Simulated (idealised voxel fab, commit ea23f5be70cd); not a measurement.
Process module, titled voxel trench capacitor
The width of the displayed cross-section, cut, is 260 nm; its cells are square, with a size of 5 nm.
Cross-section spec: square-cell grid; bands listed top down; each band is one or more rows.
Each band's line starts with the height of the band's top and of its bottom, in nm. Then come its materials from left to right, each with its width in nm. One material with "edge to edge" fills the band from edge to edge. "blank" is empty space.
Convention: height 0 is the level below which the wafer, as received, is all one material. The lowest band does not terminate at the bottom but continues downward, represented as "top 0, no bottom".
Top row gets the first number, bottom row gets the second, and each row in between changes by the same step: that is how a band width like "30->40" works.
For the purposes of this document, the phrase "nothing altered" attached to a step denotes that no cell within the cross-section was modified by that step.
So "Voids, enclosed" is basically the list of trapped voids: any empty space of 8 cells or more that can't reach the top through an opening. They're written width x height at distance, the distance being from the left edge, and it's all nm.
If you see something after the settings on a step's line, that's the simulator's own remark about that step.
A step's line can hold "overlay nm"; with a mask on that step, the setting says how far right of the planned place the mask lay, while a negative setting says it lay to the left.

## Intended process steps
- 1: op RECEIVE | material Si
- 2: op CONFORMAL_DEP | material SiN | thk nm 5
- 3: op MASKED_ETCH | tone open | mask id TRENCH | width nm 15 | pitch nm 40 | etch materials SiN | depth nm 5 | overlay nm 0
- 4: op MASKED_ETCH | tone open | mask id TRENCH | width nm 15 | pitch nm 40 | etch materials Si | depth nm 40 | overlay nm 0
- 5: op CONFORMAL_DEP | material Al2O3 | thk nm 5
- 6: op FILL_DEP | material polySi | thk nm 5
- 7: op CMP | height nm 5

## first wafer, as planned

## As received (post step 1): cross-section
	top 0, no bottom: Si edge to edge
	Voids, enclosed: none

## State of the wafer after step 2, shown in cross-section
	top 5, bottom 0: SiN edge to edge
	Nothing below the height 0 has changed.

## State of the wafer after step 3, shown in cross-section
	top 5, bottom 0: SiN 100 nm / blank 15 nm / SiN 25 nm / blank 15 nm / SiN 105 nm
	Nothing below the height 0 has changed.

## State of the wafer after step 4, shown in cross-section
	top 5, bottom 0: SiN 100 nm / blank 15 nm / SiN 25 nm / blank 15 nm / SiN 105 nm
	top 0, bottom -40: Si 100 nm / blank 15 nm / Si 25 nm / blank 15 nm / Si 105 nm
	Nothing below the height -40 has changed.

## State of the wafer after step 5, shown in cross-section
	top 10, bottom 5: Al2O3 105 nm / blank 5 nm / Al2O3 35 nm / blank 5 nm / Al2O3 110 nm
	top 5, bottom 0: SiN 100 nm / Al2O3 5 nm / blank 5 nm / Al2O3 5 nm / SiN 25 nm / Al2O3 5 nm / blank 5 nm / Al2O3 5 nm / SiN 105 nm
	top 0, bottom -35: Si 100 nm / Al2O3 5 nm / blank 5 nm / Al2O3 5 nm / Si 25 nm / Al2O3 5 nm / blank 5 nm / Al2O3 5 nm / Si 105 nm
	top -35, bottom -40: Si 100 nm / Al2O3 15 nm / Si 25 nm / Al2O3 15 nm / Si 105 nm
	Nothing below the height -40 has changed.

## State of the wafer after step 6, shown in cross-section
	top 15, bottom 10: polySi edge to edge
	top 10, bottom 5: Al2O3 105 nm / polySi 5 nm / Al2O3 35 nm / polySi 5 nm / Al2O3 110 nm
	top 5, bottom 0: SiN 100 nm / Al2O3 5 nm / polySi 5 nm / Al2O3 5 nm / SiN 25 nm / Al2O3 5 nm / polySi 5 nm / Al2O3 5 nm / SiN 105 nm
	top 0, bottom -35: Si 100 nm / Al2O3 5 nm / polySi 5 nm / Al2O3 5 nm / Si 25 nm / Al2O3 5 nm / polySi 5 nm / Al2O3 5 nm / Si 105 nm
	Nothing below the height -35 has changed.

## State of the wafer after step 7, shown in cross-section
	top 5, bottom 0: SiN 100 nm / Al2O3 5 nm / polySi 5 nm / Al2O3 5 nm / SiN 25 nm / Al2O3 5 nm / polySi 5 nm / Al2O3 5 nm / SiN 105 nm
	Nothing below the height 0 has changed.

## Second wafer, same starting state and plan as the first, one mistake in the run, identical through step 3

## Here is the second wafer in cross-section at the point where step 4 of the plan should have been done
	top 5, bottom 0: SiN 100 nm / blank 15 nm / SiN 25 nm / blank 15 nm / SiN 105 nm
	top 0, bottom -35: Si 100 nm / blank 15 nm / Si 25 nm / blank 15 nm / Si 105 nm
	Nothing below the height -35 has changed.

## Here is the second wafer in cross-section at the point where step 5 of the plan should have been done
	top 10, bottom 5: Al2O3 105 nm / blank 5 nm / Al2O3 35 nm / blank 5 nm / Al2O3 110 nm
	top 5, bottom 0: SiN 100 nm / Al2O3 5 nm / blank 5 nm / Al2O3 5 nm / SiN 25 nm / Al2O3 5 nm / blank 5 nm / Al2O3 5 nm / SiN 105 nm
	top 0, bottom -30: Si 100 nm / Al2O3 5 nm / blank 5 nm / Al2O3 5 nm / Si 25 nm / Al2O3 5 nm / blank 5 nm / Al2O3 5 nm / Si 105 nm
	top -30, bottom -35: Si 100 nm / Al2O3 15 nm / Si 25 nm / Al2O3 15 nm / Si 105 nm
	Nothing below the height -35 has changed.

## Here is the second wafer in cross-section at the point where step 6 of the plan should have been done
	top 15, bottom 10: polySi edge to edge
	top 10, bottom 5: Al2O3 105 nm / polySi 5 nm / Al2O3 35 nm / polySi 5 nm / Al2O3 110 nm
	top 5, bottom 0: SiN 100 nm / Al2O3 5 nm / polySi 5 nm / Al2O3 5 nm / SiN 25 nm / Al2O3 5 nm / polySi 5 nm / Al2O3 5 nm / SiN 105 nm
	top 0, bottom -30: Si 100 nm / Al2O3 5 nm / polySi 5 nm / Al2O3 5 nm / Si 25 nm / Al2O3 5 nm / polySi 5 nm / Al2O3 5 nm / Si 105 nm
	Nothing below the height -30 has changed.

## Here is the second wafer in cross-section at the point where step 7 of the plan should have been done
	top 5, bottom 0: SiN 100 nm / Al2O3 5 nm / polySi 5 nm / Al2O3 5 nm / SiN 25 nm / Al2O3 5 nm / polySi 5 nm / Al2O3 5 nm / SiN 105 nm
	Nothing below the height 0 has changed.
Finding, execution versus plan: planned and actual differ for step 4; actual: op MASKED_ETCH | tone open | mask id TRENCH | width nm 15 | pitch nm 40 | etch materials Si | depth nm 35 | overlay nm 0
At the finish, the second wafer shows more or fewer cells for some materials than the first does: -4 Al2O3; +6 Si; -2 polySi
